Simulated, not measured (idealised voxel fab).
Presented below is a process module, voxel wiring stack.
Section shown: cut. Width: 265 nm. Cell size: 5 nm, square.
A cross-section is written here as square cells arranged in a grid, and it is given in bands from the top down, each band taking up one or more rows of cells. This entry defines a band. It first specifies the height of the band's top and the height of its bottom in nm, and then specifies the band's materials from left to right, stating each material with its width in nm. The word "everywhere" identifies a single material that fills the band from edge to edge, while the word "air" identifies empty space. We count height from 0. Below that, the starting wafer is all one material. The lowest band never ends at the bottom but goes on down; see "z 0 and below" for how that is written. Width "30 to 40": first value at the band's top row of cells, second value at its bottom row, equal change from row to row. "no change" for a step: no cell of the cross-section changed in that step. Voids not open to the top, 8 cells minimum: see "Non-vented voids". Written width x height at distance; distance is from the left edge; nm. after a step's settings: what the simulator itself notes on the step. A step's line can hold "overlay nm"; with a mask on that step, the setting says how far right of the planned place the mask lay, while a negative setting says it lay to the left.

**Steps in the process plan**
1,RECEIVE,material Si
2,CONFORMAL_DEP,material SiO2,thk nm 10
3,DIRECTIONAL_DEP,material TiN,thk nm 5
4,DIRECTIONAL_DEP,material W,thk nm 25
5,PATTERN,tone cover,mask id METAL_1,material resist,width nm 30,pitch nm 55,thk nm 15,overlay nm -15
6,DIRECTIONAL_ETCH,etch materials W,depth nm 25
7,DIRECTIONAL_ETCH,etch materials TiN,depth nm 5
8,STRIP,etch materials resist
9,FILL_DEP,material SiO2,thk nm 10
10,CMP,height nm 40
11,CONFORMAL_DEP,material SiCN,thk nm 5
12,DIRECTIONAL_DEP,material SiO2,thk nm 30
13,PATTERN,tone open,mask id METAL_2_HOLES,material resist,width nm 15,pitch nm 55,thk nm 20,overlay nm 0
14,DIRECTIONAL_ETCH,etch materials SiO2,depth nm 30
15,STRIP,etch materials resist
16,DIRECTIONAL_DEP,material aC,thk nm 15
17,PATTERN,tone open,mask id METAL_2,material resist,width nm 30,pitch nm 55,thk nm 35,overlay nm 0
18,DIRECTIONAL_ETCH,etch materials aC,depth nm 15
19,STRIP,etch materials resist
20,DIRECTIONAL_ETCH,etch materials SiO2,depth nm 20
21,DIRECTIONAL_ETCH,etch materials SiCN,depth nm 5
22,STRIP,etch materials aC
23,CONFORMAL_DEP,material TiN,thk nm 5
24,FILL_DEP,material Ru,thk nm 5
25,CMP,height nm 75
26,CONFORMAL_DEP,material SiCN,thk nm 5
27,DIRECTIONAL_DEP,material lowk,thk nm 10
28,MASKED_ETCH,tone open,mask id PLUG_2,width nm 15,pitch nm 110,etch materials lowk,depth nm 10,overlay nm 0
29,MASKED_ETCH,tone open,mask id PLUG_2,width nm 15,pitch nm 110,etch materials SiCN,depth nm 5,overlay nm 0
30,CONFORMAL_DEP,material TiN,thk nm 5
31,FILL_DEP,material Cu,thk nm 10
32,CMP,height nm 90
33,DIRECTIONAL_DEP,material TiN,thk nm 5
34,DIRECTIONAL_DEP,material Ru,thk nm 25
35,MASKED_ETCH,tone cover,mask id METAL_3,width nm 30,pitch nm 55,etch materials Ru,depth nm 25,overlay nm 0
36,MASKED_ETCH,tone cover,mask id METAL_3,width nm 30,pitch nm 55,etch materials TiN,depth nm 5,overlay nm 0
37,CONFORMAL_DEP,material SiN,thk nm 5
38,FILL_DEP,material lowk,thk nm 5
39,CMP,height nm 120
40,CONFORMAL_DEP,material SiN,thk nm 5
Wafers differ in overlay nm at step 5; plan lists the first wafer's value; identical starting state.

**Step 1 complete: as-received cross-section of the first of several wafers**
z 0 and below  Si everywhere
Non-vented voids: none

**End of module: cross-section of the first of several wafers after step 40, the last step**
z 125 to 120  SiN everywhere
z 120 to 95  30 lowk | 5 SiN | 30 Ru | 5 SiN | 15 lowk | 5 SiN | 30 Ru | 5 SiN | 15 lowk | 5 SiN | 30 Ru | 5 SiN | 15 lowk | 5 SiN | 30 Ru | 5 SiN | 30 lowk
z 95 to 90  35 SiN | 30 TiN | 25 SiN | 30 TiN | 25 SiN | 30 TiN | 25 SiN | 30 TiN | 35 SiN
z 90 to 80  35 lowk | 5 TiN | 5 Cu | 5 TiN | 95 lowk | 5 TiN | 5 Cu | 5 TiN | 105 lowk
z 80 to 75  35 SiCN | 15 TiN | 95 SiCN | 15 TiN | 105 SiCN
z 75 to 60  35 SiO2 | 5 TiN | 20 Ru | 5 TiN | 25 SiO2 | 5 TiN | 20 Ru | 5 TiN | 25 SiO2 | 5 TiN | 20 Ru | 5 TiN | 25 SiO2 | 5 TiN | 20 Ru | 5 TiN | 35 SiO2
z 60 to 55  35 SiO2 | 5 TiN | 5 Ru | 20 TiN | 25 SiO2 | 5 TiN | 5 Ru | 20 TiN | 25 SiO2 | 5 TiN | 5 Ru | 20 TiN | 25 SiO2 | 5 TiN | 5 Ru | 20 TiN | 35 SiO2
z 55 to 45  35 SiO2 | 5 TiN | 5 Ru | 5 TiN | 40 SiO2 | 5 TiN | 5 Ru | 5 TiN | 40 SiO2 | 5 TiN | 5 Ru | 5 TiN | 40 SiO2 | 5 TiN | 5 Ru | 5 TiN | 50 SiO2
z 45 to 40  35 SiCN | 15 TiN | 40 SiCN | 15 TiN | 40 SiCN | 15 TiN | 40 SiCN | 15 TiN | 50 SiCN
z 40 to 15  20 SiO2 | 30 W | 25 SiO2 | 30 W | 25 SiO2 | 30 W | 25 SiO2 | 30 W | 50 SiO2
z 15 to 10  20 SiO2 | 30 TiN | 25 SiO2 | 30 TiN | 25 SiO2 | 30 TiN | 25 SiO2 | 30 TiN | 50 SiO2
z 10 to 0  SiO2 everywhere
z 0 and below  Si everywhere
Non-vented voids: none

**Last wafer, end of module, cross-section**
z 125 to 120  SiN everywhere
z 120 to 95  30 lowk | 5 SiN | 30 Ru | 5 SiN | 15 lowk | 5 SiN | 30 Ru | 5 SiN | 15 lowk | 5 SiN | 30 Ru | 5 SiN | 15 lowk | 5 SiN | 30 Ru | 5 SiN | 30 lowk
z 95 to 90  35 SiN | 30 TiN | 25 SiN | 30 TiN | 25 SiN | 30 TiN | 25 SiN | 30 TiN | 35 SiN
z 90 to 80  35 lowk | 5 TiN | 5 Cu | 5 TiN | 95 lowk | 5 TiN | 5 Cu | 5 TiN | 105 lowk
z 80 to 75  35 SiCN | 15 TiN | 95 SiCN | 15 TiN | 105 SiCN
z 75 to 60  35 SiO2 | 5 TiN | 20 Ru | 5 TiN | 25 SiO2 | 5 TiN | 20 Ru | 5 TiN | 25 SiO2 | 5 TiN | 20 Ru | 5 TiN | 25 SiO2 | 5 TiN | 20 Ru | 5 TiN | 35 SiO2
z 60 to 55  35 SiO2 | 5 TiN | 5 Ru | 20 TiN | 25 SiO2 | 5 TiN | 5 Ru | 20 TiN | 25 SiO2 | 5 TiN | 5 Ru | 20 TiN | 25 SiO2 | 5 TiN | 5 Ru | 20 TiN | 35 SiO2
z 55 to 45  35 SiO2 | 5 TiN | 5 Ru | 5 TiN | 40 SiO2 | 5 TiN | 5 Ru | 5 TiN | 40 SiO2 | 5 TiN | 5 Ru | 5 TiN | 40 SiO2 | 5 TiN | 5 Ru | 5 TiN | 50 SiO2
z 45 to 40  35 SiCN | 15 TiN | 40 SiCN | 15 TiN | 40 SiCN | 15 TiN | 40 SiCN | 15 TiN | 50 SiCN
z 40 to 15  50 SiO2 | 30 W | 25 SiO2 | 30 W | 25 SiO2 | 30 W | 25 SiO2 | 30 W | 20 SiO2
z 15 to 10  50 SiO2 | 30 TiN | 25 SiO2 | 30 TiN | 25 SiO2 | 30 TiN | 25 SiO2 | 30 TiN | 20 SiO2
z 10 to 0  SiO2 everywhere
z 0 and below  Si everywhere
Non-vented voids: none

**Below is a per-wafer table. In it, each row describes the wafer at the end of the module by giving, for each material, the number of cells gained (+) or lost (-) since the wafer was received, and after that the closed voids of the wafer**
overlay nm -15, +4 Cu, +180 Ru, +88 SiCN, +122 SiN, +478 SiO2, +134 TiN, +120 W, +199 lowk, Non-vented voids: none
overlay nm -10, +4 Cu, +180 Ru, +88 SiCN, +122 SiN, +478 SiO2, +134 TiN, +120 W, +199 lowk, Non-vented voids: none
overlay nm -5, +4 Cu, +180 Ru, +88 SiCN, +122 SiN, +478 SiO2, +134 TiN, +120 W, +199 lowk, Non-vented voids: none
overlay nm 0, +4 Cu, +180 Ru, +88 SiCN, +122 SiN, +478 SiO2, +134 TiN, +120 W, +199 lowk, Non-vented voids: none
overlay nm 5, +4 Cu, +180 Ru, +88 SiCN, +122 SiN, +478 SiO2, +134 TiN, +120 W, +199 lowk, Non-vented voids: none
overlay nm 10, +4 Cu, +180 Ru, +88 SiCN, +122 SiN, +478 SiO2, +134 TiN, +120 W, +199 lowk, Non-vented voids: none
overlay nm 15, +4 Cu, +180 Ru, +88 SiCN, +122 SiN, +478 SiO2, +134 TiN, +120 W, +199 lowk, Non-vented voids: none
